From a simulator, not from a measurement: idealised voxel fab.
This is a process module. Its name is voxel wiring stack.
Shown is cross-section cut, with a width of 255 nm and square cells of size 5 nm.
Bands, listed from the top down, are how a cross-section gets written in this document; the cross-section itself is a grid of square cells, and a band is one or more rows of them.
Band entry format. Leading values: height of top, height of bottom, nm. Remainder: materials in left-to-right order, each with its width in nm. Special words: "full width" on a single material, which then fills the band edge to edge; "empty", empty space.
A quick word on heights: they are counted from 0, and under that level the wafer as it came to us is one material throughout. The lowest band is different from the rest in having no bottom; it simply continues downward, written as in "z 0 and below".
A two-number width, for instance "30 to 40", indicates that the width is equal to the first number in the top row of the band and to the second number in the bottom row, and that it changes by a constant amount per row of cells.
Any step labelled "all unchanged" changed none of the cells in the cross-section.
Closed-off voids of 8+ cells (no open route to the top) go in "Closed voids list", written width x height at distance from the left edge, in nm.
Note: text after step settings on the step line = simulator remark on that step.
On any step carrying a mask, the "overlay nm" setting, if present on the step's line, tells how far right of its planned place the mask lay; negative values point to the left.
Each of the pairs that make up the rest of this document says: here is the cross-section before one process step, here is the cross-section after it, drawn only down to the lowest band that changed, and here, under the pair, is the step lying between them with its settings. Different pairs may come from different runs of this module on the same starting wafer, so a pair continues from the pair above it only where its entry headed "Status before step" says so.
Status before step
- z 0 and below = Si full width
- Closed voids list: none
Sectional View, Post-Process
- z 15 to 0 = SiO2 full width
- Note: structure below 0 unchanged.
- Closed voids list: none
So what happened between those two cross-sections up there? CONFORMAL_DEP: material SiO2, thk nm 15
Status before step: taken from the pair above, after panel.
Sectional View, Post-Process
- z 20 to 15 = TiN full width
- Note: structure below 15 unchanged.
- Closed voids list: none
So what happened between those two cross-sections up there? DIRECTIONAL_DEP: material TiN, thk nm 5
Status before step: taken from the pair above, after panel.
Sectional View, Post-Process
- z 40 to 20 = Ru full width
- Note: structure below 20 unchanged.
- Closed voids list: none
So what happened between those two cross-sections up there? DIRECTIONAL_DEP: material Ru, thk nm 20
Status before step: taken from the pair above, after panel.
Sectional View, Post-Process
- z 40 to 20 = empty (20)  Ru (30)  empty (30)  Ru (30)  empty (30)  Ru (30)  empty (30)  Ru (30)  empty (25)
- Note: structure below 20 unchanged.
- Closed voids list: none
So what happened between those two cross-sections up there? MASKED_ETCH: tone cover, mask id METAL_1, width nm 30, pitch nm 60, etch materials Ru, depth nm 20, overlay nm 0
Status before step: taken from the pair above, after panel.
Sectional View, Post-Process
- z 40 to 20 = empty (20)  Ru (30)  empty (30)  Ru (30)  empty (30)  Ru (30)  empty (30)  Ru (30)  empty (25)
- z 20 to 15 = empty (20)  TiN (30)  empty (30)  TiN (30)  empty (30)  TiN (30)  empty (30)  TiN (30)  empty (25)
- Note: structure below 15 unchanged.
- Closed voids list: none
So what happened between those two cross-sections up there? MASKED_ETCH: tone cover, mask id METAL_1, width nm 30, pitch nm 60, etch materials TiN, depth nm 5, overlay nm 0
Status before step: taken from the pair above, after panel.
Sectional View, Post-Process
- z 45 to 40 = empty (15)  SiN (40)  empty (20)  SiN (40)  empty (20)  SiN (40)  empty (20)  SiN (40)  empty (20)
- z 40 to 20 = empty (15)  SiN (5)  Ru (30)  SiN (5)  empty (20)  SiN (5)  Ru (30)  SiN (5)  empty (20)  SiN (5)  Ru (30)  SiN (5)  empty (20)  SiN (5)  Ru (30)  SiN (5)  empty (20)
- z 20 to 15 = SiN (20)  TiN (30)  SiN (30)  TiN (30)  SiN (30)  TiN (30)  SiN (30)  TiN (30)  SiN (25)
- Note: structure below 15 unchanged.
- Closed voids list: none
So what happened between those two cross-sections up there? CONFORMAL_DEP: material SiN, thk nm 5
Status before step: taken from the pair above, after panel.
Sectional View, Post-Process
- z 55 to 45 = SiO2 full width
- z 45 to 40 = SiO2 (15)  SiN (40)  SiO2 (20)  SiN (40)  SiO2 (20)  SiN (40)  SiO2 (20)  SiN (40)  SiO2 (20)
- z 40 to 20 = SiO2 (15)  SiN (5)  Ru (30)  SiN (5)  SiO2 (20)  SiN (5)  Ru (30)  SiN (5)  SiO2 (20)  SiN (5)  Ru (30)  SiN (5)  SiO2 (20)  SiN (5)  Ru (30)  SiN (5)  SiO2 (20)
- Note: structure below 20 unchanged.
- Closed voids list: none
So what happened between those two cross-sections up there? FILL_DEP: material SiO2, thk nm 10
Status before step: taken from the pair above, after panel.
Sectional View, Post-Process
- z 40 to 20 = SiO2 (15)  SiN (5)  Ru (30)  SiN (5)  SiO2 (20)  SiN (5)  Ru (30)  SiN (5)  SiO2 (20)  SiN (5)  Ru (30)  SiN (5)  SiO2 (20)  SiN (5)  Ru (30)  SiN (5)  SiO2 (20)
- Note: structure below 20 unchanged.
- Closed voids list: none
So what happened between those two cross-sections up there? CMP: height nm 40
Status before step: taken from the pair above, after panel.
Sectional View, Post-Process
- z 45 to 40 = SiCN full width
- Note: structure below 40 unchanged.
- Closed voids list: none
So what happened between those two cross-sections up there? CONFORMAL_DEP: material SiCN, thk nm 5
Status before step: taken from the pair above, after panel.
Sectional View, Post-Process
- z 75 to 45 = lowk full width
- Note: structure below 45 unchanged.
- Closed voids list: none
So what happened between those two cross-sections up there? DIRECTIONAL_DEP: material lowk, thk nm 30
Status before step: taken from the pair above, after panel.
Sectional View, Post-Process
- z 90 to 75 = resist (20)  empty (30)  resist (30)  empty (30)  resist (30)  empty (30)  resist (30)  empty (30)  resist (25)
- Note: structure below 75 unchanged.
- Closed voids list: none
So what happened between those two cross-sections up there? PATTERN: tone open, mask id METAL_2, material resist, width nm 30, pitch nm 60, thk nm 15, overlay nm 0
Status before step: taken from the pair above, after panel.
Sectional View, Post-Process
- z 90 to 75 = resist (20)  empty (30)  resist (30)  empty (30)  resist (30)  empty (30)  resist (30)  empty (30)  resist (25)
- z 75 to 55 = lowk (20)  empty (30)  lowk (30)  empty (30)  lowk (30)  empty (30)  lowk (30)  empty (30)  lowk (25)
- Note: structure below 55 unchanged.
- Closed voids list: none
So what happened between those two cross-sections up there? DIRECTIONAL_ETCH: etch materials lowk, depth nm 20
Status before step: taken from the pair above, after panel.
Sectional View, Post-Process
- z 75 to 55 = lowk (20)  empty (30)  lowk (30)  empty (30)  lowk (30)  empty (30)  lowk (30)  empty (30)  lowk (25)
- Note: structure below 55 unchanged.
- Closed voids list: none
So what happened between those two cross-sections up there? STRIP: etch materials resist
Status before step: taken from the pair above, after panel.
Sectional View, Post-Process
- z 75 to 55 = lowk (20)  empty (30)  lowk (30)  empty (30)  lowk (30)  empty (30)  lowk (30)  empty (30)  lowk (25)
- z 55 to 45 = lowk (20)  empty (15)  lowk (105)  empty (15)  lowk (100)
- Note: structure below 45 unchanged.
- Closed voids list: none
So what happened between those two cross-sections up there? MASKED_ETCH: tone open, mask id METAL_2_HOLES, width nm 15, pitch nm 120, etch materials lowk, depth nm 10, overlay nm 0
Status before step: taken from the pair above, after panel.
Sectional View, Post-Process
- z 75 to 55 = lowk (20)  empty (30)  lowk (30)  empty (30)  lowk (30)  empty (30)  lowk (30)  empty (30)  lowk (25)
- z 55 to 45 = lowk (20)  empty (15)  lowk (105)  empty (15)  lowk (100)
- z 45 to 40 = SiCN (20)  empty (15)  SiCN (105)  empty (15)  SiCN (100)
- Note: structure below 40 unchanged.
- Closed voids list: none
So what happened between those two cross-sections up there? MASKED_ETCH: tone open, mask id METAL_2_HOLES, width nm 15, pitch nm 120, etch materials SiCN, depth nm 5, overlay nm 0
Status before step: taken from the pair above, after panel.
Sectional View, Post-Process
- z 80 to 75 = TiN (25)  empty (20)  TiN (40)  empty (20)  TiN (40)  empty (20)  TiN (40)  empty (20)  TiN (30)
- z 75 to 60 = lowk (20)  TiN (5)  empty (20)  TiN (5)  lowk (30)  TiN (5)  empty (20)  TiN (5)  lowk (30)  TiN (5)  empty (20)  TiN (5)  lowk (30)  TiN (5)  empty (20)  TiN (5)  lowk (25)
- z 60 to 55 = lowk (20)  TiN (5)  empty (5)  TiN (20)  lowk (30)  TiN (30)  lowk (30)  TiN (5)  empty (5)  TiN (20)  lowk (30)  TiN (30)  lowk (25)
- z 55 to 45 = lowk (20)  TiN (5)  empty (5)  TiN (5)  lowk (105)  TiN (5)  empty (5)  TiN (5)  lowk (100)
- z 45 to 40 = SiCN (20)  TiN (15)  SiCN (105)  TiN (15)  SiCN (100)
- Note: structure below 40 unchanged.
- Closed voids list: none
So what happened between those two cross-sections up there? CONFORMAL_DEP: material TiN, thk nm 5
Status before step: taken from the pair above, after panel.
Sectional View, Post-Process
- z 85 to 80 = Cu full width
- z 80 to 75 = TiN (25)  Cu (20)  TiN (40)  Cu (20)  TiN (40)  Cu (20)  TiN (40)  Cu (20)  TiN (30)
- z 75 to 60 = lowk (20)  TiN (5)  Cu (20)  TiN (5)  lowk (30)  TiN (5)  Cu (20)  TiN (5)  lowk (30)  TiN (5)  Cu (20)  TiN (5)  lowk (30)  TiN (5)  Cu (20)  TiN (5)  lowk (25)
- z 60 to 55 = lowk (20)  TiN (5)  Cu (5)  TiN (20)  lowk (30)  TiN (30)  lowk (30)  TiN (5)  Cu (5)  TiN (20)  lowk (30)  TiN (30)  lowk (25)
- z 55 to 45 = lowk (20)  TiN (5)  Cu (5)  TiN (5)  lowk (105)  TiN (5)  Cu (5)  TiN (5)  lowk (100)
- Note: structure below 45 unchanged.
- Closed voids list: none
So what happened between those two cross-sections up there? FILL_DEP: material Cu, thk nm 5
Status before step: taken from the pair above, after panel.
Sectional View, Post-Process
- z 75 to 60 = lowk (20)  TiN (5)  Cu (20)  TiN (5)  lowk (30)  TiN (5)  Cu (20)  TiN (5)  lowk (30)  TiN (5)  Cu (20)  TiN (5)  lowk (30)  TiN (5)  Cu (20)  TiN (5)  lowk (25)
- Note: structure below 60 unchanged.
- Closed voids list: none
So what happened between those two cross-sections up there? CMP: height nm 75
Status before step: taken from the pair above, after panel.
Sectional View, Post-Process
- z 80 to 75 = SiCN full width
- Note: structure below 75 unchanged.
- Closed voids list: none
So what happened between those two cross-sections up there? CONFORMAL_DEP: material SiCN, thk nm 5
Status before step: taken from the pair above, after panel.
Sectional View, Post-Process
- z 110 to 80 = SiO2 full width
- Note: structure below 80 unchanged.
- Closed voids list: none
So what happened between those two cross-sections up there? DIRECTIONAL_DEP: material SiO2, thk nm 30
Status before step: taken from the pair above, after panel.
Sectional View, Post-Process
- z 110 to 95 = SiO2 (20)  empty (30)  SiO2 (30)  empty (30)  SiO2 (30)  empty (30)  SiO2 (30)  empty (30)  SiO2 (25)
- Note: structure below 95 unchanged.
- Closed voids list: none
So what happened between those two cross-sections up there? MASKED_ETCH: tone open, mask id METAL_3, width nm 30, pitch nm 60, etch materials SiO2, depth nm 15, overlay nm 0
Status before step: taken from the pair above, after panel.
Sectional View, Post-Process
- z 110 to 95 = SiO2 (20)  empty (30)  SiO2 (30)  empty (30)  SiO2 (30)  empty (30)  SiO2 (30)  empty (30)  SiO2 (25)
- z 95 to 80 = SiO2 (20)  empty (15)  SiO2 (105)  empty (15)  SiO2 (100)
- Note: structure below 80 unchanged.
- Closed voids list: none
So what happened between those two cross-sections up there? MASKED_ETCH: tone open, mask id METAL_3_HOLES, width nm 15, pitch nm 120, etch materials SiO2, depth nm 15, overlay nm 0
Status before step: taken from the pair above, after panel.
Sectional View, Post-Process
- z 110 to 95 = SiO2 (20)  empty (30)  SiO2 (30)  empty (30)  SiO2 (30)  empty (30)  SiO2 (30)  empty (30)  SiO2 (25)
- z 95 to 80 = SiO2 (20)  empty (15)  SiO2 (105)  empty (15)  SiO2 (100)
- z 80 to 75 = SiCN (20)  empty (15)  SiCN (105)  empty (15)  SiCN (100)
- Note: structure below 75 unchanged.
- Closed voids list: none
So what happened between those two cross-sections up there? MASKED_ETCH: tone open, mask id METAL_3_HOLES, width nm 15, pitch nm 120, etch materials SiCN, depth nm 5, overlay nm 0
Status before step: taken from the pair above, after panel.
Sectional View, Post-Process
- z 115 to 110 = TiN (25)  empty (20)  TiN (40)  empty (20)  TiN (40)  empty (20)  TiN (40)  empty (20)  TiN (30)
- z 110 to 100 = SiO2 (20)  TiN (5)  empty (20)  TiN (5)  SiO2 (30)  TiN (5)  empty (20)  TiN (5)  SiO2 (30)  TiN (5)  empty (20)  TiN (5)  SiO2 (30)  TiN (5)  empty (20)  TiN (5)  SiO2 (25)
- z 100 to 95 = SiO2 (20)  TiN (5)  empty (5)  TiN (20)  SiO2 (30)  TiN (30)  SiO2 (30)  TiN (5)  empty (5)  TiN (20)  SiO2 (30)  TiN (30)  SiO2 (25)
- z 95 to 80 = SiO2 (20)  TiN (5)  empty (5)  TiN (5)  SiO2 (105)  TiN (5)  empty (5)  TiN (5)  SiO2 (100)
- z 80 to 75 = SiCN (20)  TiN (15)  SiCN (105)  TiN (15)  SiCN (100)
- Note: structure below 75 unchanged.
- Closed voids list: none
So what happened between those two cross-sections up there? CONFORMAL_DEP: material TiN, thk nm 5
Status before step: taken from the pair above, after panel.
Sectional View, Post-Process
- z 125 to 115 = Cu full width
- z 115 to 110 = TiN (25)  Cu (20)  TiN (40)  Cu (20)  TiN (40)  Cu (20)  TiN (40)  Cu (20)  TiN (30)
- z 110 to 100 = SiO2 (20)  TiN (5)  Cu (20)  TiN (5)  SiO2 (30)  TiN (5)  Cu (20)  TiN (5)  SiO2 (30)  TiN (5)  Cu (20)  TiN (5)  SiO2 (30)  TiN (5)  Cu (20)  TiN (5)  SiO2 (25)
- z 100 to 95 = SiO2 (20)  TiN (5)  Cu (5)  TiN (20)  SiO2 (30)  TiN (30)  SiO2 (30)  TiN (5)  Cu (5)  TiN (20)  SiO2 (30)  TiN (30)  SiO2 (25)
- z 95 to 80 = SiO2 (20)  TiN (5)  Cu (5)  TiN (5)  SiO2 (105)  TiN (5)  Cu (5)  TiN (5)  SiO2 (100)
- Note: structure below 80 unchanged.
- Closed voids list: none
So what happened between those two cross-sections up there? FILL_DEP: material Cu, thk nm 10
Status before step: taken from the pair above, after panel.
Sectional View, Post-Process
- z 110 to 100 = SiO2 (20)  TiN (5)  Cu (20)  TiN (5)  SiO2 (30)  TiN (5)  Cu (20)  TiN (5)  SiO2 (30)  TiN (5)  Cu (20)  TiN (5)  SiO2 (30)  TiN (5)  Cu (20)  TiN (5)  SiO2 (25)
- Note: structure below 100 unchanged.
- Closed voids list: none
So what happened between those two cross-sections up there? CMP: height nm 110
Status before step: taken from the pair above, after panel.
Sectional View, Post-Process
- z 115 to 110 = SiCN full width
- Note: structure below 110 unchanged.
- Closed voids list: none
So what happened between those two cross-sections up there? CONFORMAL_DEP: material SiCN, thk nm 5
Status before step: taken from the pair above, after panel.
Sectional View, Post-Process
- z 145 to 115 = SiO2 full width
- Note: structure below 115 unchanged.
- Closed voids list: none
So what happened between those two cross-sections up there? DIRECTIONAL_DEP: material SiO2, thk nm 30
Status before step: taken from the pair above, after panel.
Sectional View, Post-Process
- z 160 to 145 = resist (20)  empty (30)  resist (30)  empty (30)  resist (30)  empty (30)  resist (30)  empty (30)  resist (25)
- Note: structure below 145 unchanged.
- Closed voids list: none
So what happened between those two cross-sections up there? PATTERN: tone open, mask id METAL_4, material resist, width nm 30, pitch nm 60, thk nm 15, overlay nm 0
Status before step: taken from the pair above, after panel.
Sectional View, Post-Process
- z 160 to 145 = resist (20)  empty (30)  resist (30)  empty (30)  resist (30)  empty (30)  resist (30)  empty (30)  resist (25)
- z 145 to 130 = SiO2 (20)  empty (30)  SiO2 (30)  empty (30)  SiO2 (30)  empty (30)  SiO2 (30)  empty (30)  SiO2 (25)
- Note: structure below 130 unchanged.
- Closed voids list: none
So what happened between those two cross-sections up there? DIRECTIONAL_ETCH: etch materials SiO2, depth nm 15
Status before step: taken from the pair above, after panel.
Sectional View, Post-Process
- z 145 to 130 = SiO2 (20)  empty (30)  SiO2 (30)  empty (30)  SiO2 (30)  empty (30)  SiO2 (30)  empty (30)  SiO2 (25)
- Note: structure below 130 unchanged.
- Closed voids list: none
So what happened between those two cross-sections up there? STRIP: etch materials resist
Status before step: taken from the pair above, after panel.
Sectional View, Post-Process
- z 145 to 130 = SiO2 (20)  empty (30)  SiO2 (30)  empty (30)  SiO2 (30)  empty (30)  SiO2 (30)  empty (30)  SiO2 (25)
- z 130 to 115 = SiO2 (20)  empty (15)  SiO2 (45)  empty (15)  SiO2 (45)  empty (15)  SiO2 (45)  empty (15)  SiO2 (40)
- Note: structure below 115 unchanged.
- Closed voids list: none
So what happened between those two cross-sections up there? MASKED_ETCH: tone open, mask id METAL_4_HOLES, width nm 15, pitch nm 60, etch materials SiO2, depth nm 15, overlay nm 0
Status before step: taken from the pair above, after panel.
Sectional View, Post-Process
- z 145 to 130 = SiO2 (20)  empty (30)  SiO2 (30)  empty (30)  SiO2 (30)  empty (30)  SiO2 (30)  empty (30)  SiO2 (25)
- z 130 to 115 = SiO2 (20)  empty (15)  SiO2 (45)  empty (15)  SiO2 (45)  empty (15)  SiO2 (45)  empty (15)  SiO2 (40)
- z 115 to 110 = SiCN (20)  empty (15)  SiCN (45)  empty (15)  SiCN (45)  empty (15)  SiCN (45)  empty (15)  SiCN (40)
- Note: structure below 110 unchanged.
- Closed voids list: none
So what happened between those two cross-sections up there? MASKED_ETCH: tone open, mask id METAL_4_HOLES, width nm 15, pitch nm 60, etch materials SiCN, depth nm 5, overlay nm 0
Status before step: taken from the pair above, after panel.
Sectional View, Post-Process
- z 150 to 145 = TiN (25)  empty (20)  TiN (40)  empty (20)  TiN (40)  empty (20)  TiN (40)  empty (20)  TiN (30)
- z 145 to 135 = SiO2 (20)  TiN (5)  empty (20)  TiN (5)  SiO2 (30)  TiN (5)  empty (20)  TiN (5)  SiO2 (30)  TiN (5)  empty (20)  TiN (5)  SiO2 (30)  TiN (5)  empty (20)  TiN (5)  SiO2 (25)
- z 135 to 130 = SiO2 (20)  TiN (5)  empty (5)  TiN (20)  SiO2 (30)  TiN (5)  empty (5)  TiN (20)  SiO2 (30)  TiN (5)  empty (5)  TiN (20)  SiO2 (30)  TiN (5)  empty (5)  TiN (20)  SiO2 (25)
- z 130 to 115 = SiO2 (20)  TiN (5)  empty (5)  TiN (5)  SiO2 (45)  TiN (5)  empty (5)  TiN (5)  SiO2 (45)  TiN (5)  empty (5)  TiN (5)  SiO2 (45)  TiN (5)  empty (5)  TiN (5)  SiO2 (40)
- z 115 to 110 = SiCN (20)  TiN (15)  SiCN (45)  TiN (15)  SiCN (45)  TiN (15)  SiCN (45)  TiN (15)  SiCN (40)
- Note: structure below 110 unchanged.
- Closed voids list: none
So what happened between those two cross-sections up there? CONFORMAL_DEP: material TiN, thk nm 5
Status before step: taken from the pair above, after panel.
Sectional View, Post-Process
- z 160 to 150 = Cu full width
- z 150 to 145 = TiN (25)  Cu (20)  TiN (40)  Cu (20)  TiN (40)  Cu (20)  TiN (40)  Cu (20)  TiN (30)
- z 145 to 135 = SiO2 (20)  TiN (5)  Cu (20)  TiN (5)  SiO2 (30)  TiN (5)  Cu (20)  TiN (5)  SiO2 (30)  TiN (5)  Cu (20)  TiN (5)  SiO2 (30)  TiN (5)  Cu (20)  TiN (5)  SiO2 (25)
- z 135 to 130 = SiO2 (20)  TiN (5)  Cu (5)  TiN (20)  SiO2 (30)  TiN (5)  Cu (5)  TiN (20)  SiO2 (30)  TiN (5)  Cu (5)  TiN (20)  SiO2 (30)  TiN (5)  Cu (5)  TiN (20)  SiO2 (25)
- z 130 to 115 = SiO2 (20)  TiN (5)  Cu (5)  TiN (5)  SiO2 (45)  TiN (5)  Cu (5)  TiN (5)  SiO2 (45)  TiN (5)  Cu (5)  TiN (5)  SiO2 (45)  TiN (5)  Cu (5)  TiN (5)  SiO2 (40)
- Note: structure below 115 unchanged.
- Closed voids list: none
So what happened between those two cross-sections up there? FILL_DEP: material Cu, thk nm 10
Status before step: taken from the pair above, after panel.
Sectional View, Post-Process
- z 145 to 135 = SiO2 (20)  TiN (5)  Cu (20)  TiN (5)  SiO2 (30)  TiN (5)  Cu (20)  TiN (5)  SiO2 (30)  TiN (5)  Cu (20)  TiN (5)  SiO2 (30)  TiN (5)  Cu (20)  TiN (5)  SiO2 (25)
- Note: structure below 135 unchanged.
- Closed voids list: none
So what happened between those two cross-sections up there? CMP: height nm 145
Status before step: taken from the pair above, after panel.
Sectional View, Post-Process
- z 150 to 145 = SiN full width
- Note: structure below 145 unchanged.
- Closed voids list: none
So what happened between those two cross-sections up there? CONFORMAL_DEP: material SiN, thk nm 5
Status before step
- z 55 to 45 = SiO2 full width
- z 45 to 40 = SiO2 (15)  SiN (40)  SiO2 (20)  SiN (40)  SiO2 (20)  SiN (40)  SiO2 (20)  SiN (40)  SiO2 (20)
- z 40 to 20 = SiO2 (15)  SiN (5)  Ru (30)  SiN (5)  SiO2 (20)  SiN (5)  Ru (30)  SiN (5)  SiO2 (20)  SiN (5)  Ru (30)  SiN (5)  SiO2 (20)  SiN (5)  Ru (30)  SiN (5)  SiO2 (20)
- z 20 to 15 = SiN (20)  TiN (30)  SiN (30)  TiN (30)  SiN (30)  TiN (30)  SiN (30)  TiN (30)  SiN (25)
- z 15 to 0 = SiO2 full width
- z 0 and below = Si full width
- Closed voids list: none
Sectional View, Post-Process
- z 60 to 55 = SiCN full width
- Note: structure below 55 unchanged.
- Closed voids list: none
So what happened between those two cross-sections up there? CONFORMAL_DEP: material SiCN, thk nm 5
Status before step: taken from the pair above, after panel.
Sectional View, Post-Process
- z 90 to 60 = lowk full width
- Note: structure below 60 unchanged.
- Closed voids list: none
So what happened between those two cross-sections up there? DIRECTIONAL_DEP: material lowk, thk nm 30
Status before step: taken from the pair above, after panel.
Sectional View, Post-Process
- z 105 to 90 = resist (20)  empty (30)  resist (30)  empty (30)  resist (30)  empty (30)  resist (30)  empty (30)  resist (25)
- Note: structure below 90 unchanged.
- Closed voids list: none
So what happened between those two cross-sections up there? PATTERN: tone open, mask id METAL_2, material resist, width nm 30, pitch nm 60, thk nm 15, overlay nm 0
Status before step: taken from the pair above, after panel.
Sectional View, Post-Process
- z 105 to 90 = resist (20)  empty (30)  resist (30)  empty (30)  resist (30)  empty (30)  resist (30)  empty (30)  resist (25)
- z 90 to 70 = lowk (20)  empty (30)  lowk (30)  empty (30)  lowk (30)  empty (30)  lowk (30)  empty (30)  lowk (25)
- Note: structure below 70 unchanged.
- Closed voids list: none
So what happened between those two cross-sections up there? DIRECTIONAL_ETCH: etch materials lowk, depth nm 20
Status before step: taken from the pair above, after panel.
Sectional View, Post-Process
- z 90 to 70 = lowk (20)  empty (30)  lowk (30)  empty (30)  lowk (30)  empty (30)  lowk (30)  empty (30)  lowk (25)
- Note: structure below 70 unchanged.
- Closed voids list: none
So what happened between those two cross-sections up there? STRIP: etch materials resist
Status before step: taken from the pair above, after panel.
Sectional View, Post-Process
- z 90 to 70 = lowk (20)  empty (30)  lowk (30)  empty (30)  lowk (30)  empty (30)  lowk (30)  empty (30)  lowk (25)
- z 70 to 60 = lowk (20)  empty (15)  lowk (105)  empty (15)  lowk (100)
- Note: structure below 60 unchanged.
- Closed voids list: none
So what happened between those two cross-sections up there? MASKED_ETCH: tone open, mask id METAL_2_HOLES, width nm 15, pitch nm 120, etch materials lowk, depth nm 10, overlay nm 0
Status before step: taken from the pair above, after panel.
Sectional View, Post-Process
- z 90 to 70 = lowk (20)  empty (30)  lowk (30)  empty (30)  lowk (30)  empty (30)  lowk (30)  empty (30)  lowk (25)
- z 70 to 60 = lowk (20)  empty (15)  lowk (105)  empty (15)  lowk (100)
- z 60 to 55 = SiCN (20)  empty (15)  SiCN (105)  empty (15)  SiCN (100)
- Note: structure below 55 unchanged.
- Closed voids list: none
So what happened between those two cross-sections up there? MASKED_ETCH: tone open, mask id METAL_2_HOLES, width nm 15, pitch nm 120, etch materials SiCN, depth nm 5, overlay nm 0
Status before step: taken from the pair above, after panel.
Sectional View, Post-Process
- z 95 to 90 = TiN (25)  empty (20)  TiN (40)  empty (20)  TiN (40)  empty (20)  TiN (40)  empty (20)  TiN (30)
- z 90 to 75 = lowk (20)  TiN (5)  empty (20)  TiN (5)  lowk (30)  TiN (5)  empty (20)  TiN (5)  lowk (30)  TiN (5)  empty (20)  TiN (5)  lowk (30)  TiN (5)  empty (20)  TiN (5)  lowk (25)
- z 75 to 70 = lowk (20)  TiN (5)  empty (5)  TiN (20)  lowk (30)  TiN (30)  lowk (30)  TiN (5)  empty (5)  TiN (20)  lowk (30)  TiN (30)  lowk (25)
- z 70 to 60 = lowk (20)  TiN (5)  empty (5)  TiN (5)  lowk (105)  TiN (5)  empty (5)  TiN (5)  lowk (100)
- z 60 to 55 = SiCN (20)  TiN (15)  SiCN (105)  TiN (15)  SiCN (100)
- Note: structure below 55 unchanged.
- Closed voids list: none
So what happened between those two cross-sections up there? CONFORMAL_DEP: material TiN, thk nm 5
Status before step: taken from the pair above, after panel.
Sectional View, Post-Process
- z 100 to 95 = Cu full width
- z 95 to 90 = TiN (25)  Cu (20)  TiN (40)  Cu (20)  TiN (40)  Cu (20)  TiN (40)  Cu (20)  TiN (30)
- z 90 to 75 = lowk (20)  TiN (5)  Cu (20)  TiN (5)  lowk (30)  TiN (5)  Cu (20)  TiN (5)  lowk (30)  TiN (5)  Cu (20)  TiN (5)  lowk (30)  TiN (5)  Cu (20)  TiN (5)  lowk (25)
- z 75 to 70 = lowk (20)  TiN (5)  Cu (5)  TiN (20)  lowk (30)  TiN (30)  lowk (30)  TiN (5)  Cu (5)  TiN (20)  lowk (30)  TiN (30)  lowk (25)
- z 70 to 60 = lowk (20)  TiN (5)  Cu (5)  TiN (5)  lowk (105)  TiN (5)  Cu (5)  TiN (5)  lowk (100)
- Note: structure below 60 unchanged.
- Closed voids list: none
So what happened between those two cross-sections up there? FILL_DEP: material Cu, thk nm 5
Status before step: taken from the pair above, after panel.
Sectional View, Post-Process
- z 75 to 70 = lowk (20)  TiN (5)  Cu (5)  TiN (20)  lowk (30)  TiN (30)  lowk (30)  TiN (5)  Cu (5)  TiN (20)  lowk (30)  TiN (30)  lowk (25)
- Note: structure below 70 unchanged.
- Closed voids list: none
So what happened between those two cross-sections up there? CMP: height nm 75
Status before step: taken from the pair above, after panel.
Sectional View, Post-Process
- z 80 to 75 = SiCN full width
- Note: structure below 75 unchanged.
- Closed voids list: none
So what happened between those two cross-sections up there? CONFORMAL_DEP: material SiCN, thk nm 5
Status before step: taken from the pair above, after panel.
Sectional View, Post-Process
- z 110 to 80 = SiO2 full width
- Note: structure below 80 unchanged.
- Closed voids list: none
So what happened between those two cross-sections up there? DIRECTIONAL_DEP: material SiO2, thk nm 30
Status before step: taken from the pair above, after panel.
Sectional View, Post-Process
- z 110 to 95 = SiO2 (20)  empty (30)  SiO2 (30)  empty (30)  SiO2 (30)  empty (30)  SiO2 (30)  empty (30)  SiO2 (25)
- Note: structure below 95 unchanged.
- Closed voids list: none
So what happened between those two cross-sections up there? MASKED_ETCH: tone open, mask id METAL_3, width nm 30, pitch nm 60, etch materials SiO2, depth nm 15, overlay nm 0
Status before step: taken from the pair above, after panel.
Sectional View, Post-Process
- z 110 to 95 = SiO2 (20)  empty (30)  SiO2 (30)  empty (30)  SiO2 (30)  empty (30)  SiO2 (30)  empty (30)  SiO2 (25)
- z 95 to 80 = SiO2 (20)  empty (15)  SiO2 (105)  empty (15)  SiO2 (100)
- Note: structure below 80 unchanged.
- Closed voids list: none
So what happened between those two cross-sections up there? MASKED_ETCH: tone open, mask id METAL_3_HOLES, width nm 15, pitch nm 120, etch materials SiO2, depth nm 15, overlay nm 0
Status before step: taken from the pair above, after panel.
Sectional View, Post-Process
- z 110 to 95 = SiO2 (20)  empty (30)  SiO2 (30)  empty (30)  SiO2 (30)  empty (30)  SiO2 (30)  empty (30)  SiO2 (25)
- z 95 to 80 = SiO2 (20)  empty (15)  SiO2 (105)  empty (15)  SiO2 (100)
- z 80 to 75 = SiCN (20)  empty (15)  SiCN (105)  empty (15)  SiCN (100)
- Note: structure below 75 unchanged.
- Closed voids list: none
So what happened between those two cross-sections up there? MASKED_ETCH: tone open, mask id METAL_3_HOLES, width nm 15, pitch nm 120, etch materials SiCN, depth nm 5, overlay nm 0
Status before step: taken from the pair above, after panel.
Sectional View, Post-Process
- z 115 to 110 = TiN (25)  empty (20)  TiN (40)  empty (20)  TiN (40)  empty (20)  TiN (40)  empty (20)  TiN (30)
- z 110 to 100 = SiO2 (20)  TiN (5)  empty (20)  TiN (5)  SiO2 (30)  TiN (5)  empty (20)  TiN (5)  SiO2 (30)  TiN (5)  empty (20)  TiN (5)  SiO2 (30)  TiN (5)  empty (20)  TiN (5)  SiO2 (25)
- z 100 to 95 = SiO2 (20)  TiN (5)  empty (5)  TiN (20)  SiO2 (30)  TiN (30)  SiO2 (30)  TiN (5)  empty (5)  TiN (20)  SiO2 (30)  TiN (30)  SiO2 (25)
- z 95 to 80 = SiO2 (20)  TiN (5)  empty (5)  TiN (5)  SiO2 (105)  TiN (5)  empty (5)  TiN (5)  SiO2 (100)
- z 80 to 75 = SiCN (20)  TiN (15)  SiCN (105)  TiN (15)  SiCN (100)
- Note: structure below 75 unchanged.
- Closed voids list: none
So what happened between those two cross-sections up there? CONFORMAL_DEP: material TiN, thk nm 5
Status before step: taken from the pair above, after panel.
Sectional View, Post-Process
- z 125 to 115 = Cu full width
- z 115 to 110 = TiN (25)  Cu (20)  TiN (40)  Cu (20)  TiN (40)  Cu (20)  TiN (40)  Cu (20)  TiN (30)
- z 110 to 100 = SiO2 (20)  TiN (5)  Cu (20)  TiN (5)  SiO2 (30)  TiN (5)  Cu (20)  TiN (5)  SiO2 (30)  TiN (5)  Cu (20)  TiN (5)  SiO2 (30)  TiN (5)  Cu (20)  TiN (5)  SiO2 (25)
- z 100 to 95 = SiO2 (20)  TiN (5)  Cu (5)  TiN (20)  SiO2 (30)  TiN (30)  SiO2 (30)  TiN (5)  Cu (5)  TiN (20)  SiO2 (30)  TiN (30)  SiO2 (25)
- z 95 to 80 = SiO2 (20)  TiN (5)  Cu (5)  TiN (5)  SiO2 (105)  TiN (5)  Cu (5)  TiN (5)  SiO2 (100)
- Note: structure below 80 unchanged.
- Closed voids list: none
So what happened between those two cross-sections up there? FILL_DEP: material Cu, thk nm 10
